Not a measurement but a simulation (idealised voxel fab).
Process module in this document: voxel self aligned contacts
Section cut is 250 nm wide and gridded with 5 nm square cells.
In this document a cross-section is written as a grid of square cells. It is given as a series of bands, listed from the top down, and a band is one or more rows of cells. Heads up on the band format: heights come first, top then bottom, in nm. After that it's the materials left to right, each with its width in nm. A single material flagged "throughout" fills the whole band edge to edge, and "blank" means there's empty space there. Ref level 0: as-received wafer is one material below here. Bottom band extends down with no lower bound ("0 nm and below"). A width such as "30..40" changes by the same amount from each row of cells to the next, from the band's top row to its bottom row. The cross-section has no changed cell in any step marked "no alterations made". The list in "Voids, enclosed" covers empty spaces of 8 cells or more that cannot reach the top through any open way, and it gives each as width x height at distance; the distance is from the left edge, and width, height and distance are in nm. Past the settings on a step's line: simulator remark, on that step. overlay nm: how far to the right of its planned place the mask lay on this masked step (negative: to the left).
The planned process steps are enumerated hereunder:
| 1 | RECEIVE (material Si) |
| 2 | OXIDIZE (depth nm 5) |
| 3 | DIRECTIONAL_DEP (material polySi; thk nm 20) |
| 4 | DIRECTIONAL_DEP (material SiN; thk nm 20) |
| 5 | MASKED_ETCH (tone cover; mask id GATE; width nm 35; pitch nm 60; etch materials SiN; depth nm 20; overlay nm 0) |
| 6 | MASKED_ETCH (tone cover; mask id GATE; width nm 35; pitch nm 60; etch materials polySi; depth nm 20; overlay nm 0) |
| 7 | CONFORMAL_DEP (material SiN; thk nm 5) |
| 8 | DIRECTIONAL_ETCH (etch materials SiN; depth nm 5) |
| 9 | FILL_DEP (material SiO2; thk nm 20) |
| 10 | CMP (height nm 50) |
| 11 | PATTERN (tone open; mask id CONTACT; material resist; width nm 45; thk nm 15; overlay nm 0) |
| 12 | DIRECTIONAL_ETCH (etch materials SiO2; depth nm 55) |
| 13 | STRIP (etch materials resist) |
| 14 | CONFORMAL_DEP (material TiN; thk nm 5) |
| 15 | FILL_DEP (material Ru; thk nm 5) |
| 16 | CMP (height nm 50) |
| 17 | CONFORMAL_DEP (material SiN; thk nm 5) |
Wafer cross-section on receipt, i.e. after step 1:
0 nm and below  Si throughout
Voids, enclosed: none
Cross-section at module end, one run error; start and plan unchanged from above:
55 nm to 50 nm  SiN throughout
50 nm to 40 nm  SiO2 100 nm; TiN 5..20 nm; Ru 35..5 nm; TiN 5..20 nm; SiO2 105 nm
40 nm to 20 nm  SiO2 70 nm; SiN 45 nm; TiN 5 nm; Ru 5 nm; TiN 5 nm; SiN 45 nm; SiO2 75 nm
20 nm to 5 nm  SiO2 70 nm; SiN 5 nm; polySi 35 nm; SiN 5 nm; TiN 5 nm; Ru 5 nm; TiN 5 nm; SiN 5 nm; polySi 35 nm; SiN 5 nm; SiO2 75 nm
5 nm to 0 nm  SiO2 70 nm; SiN 5 nm; polySi 35 nm; SiN 5 nm; TiN 15 nm; SiN 5 nm; polySi 35 nm; SiN 5 nm; SiO2 75 nm
0 nm and below  Si throughout
Voids, enclosed: none
Deviation noted in wafer processing: step 2 was dropped from the plan's execution and never run
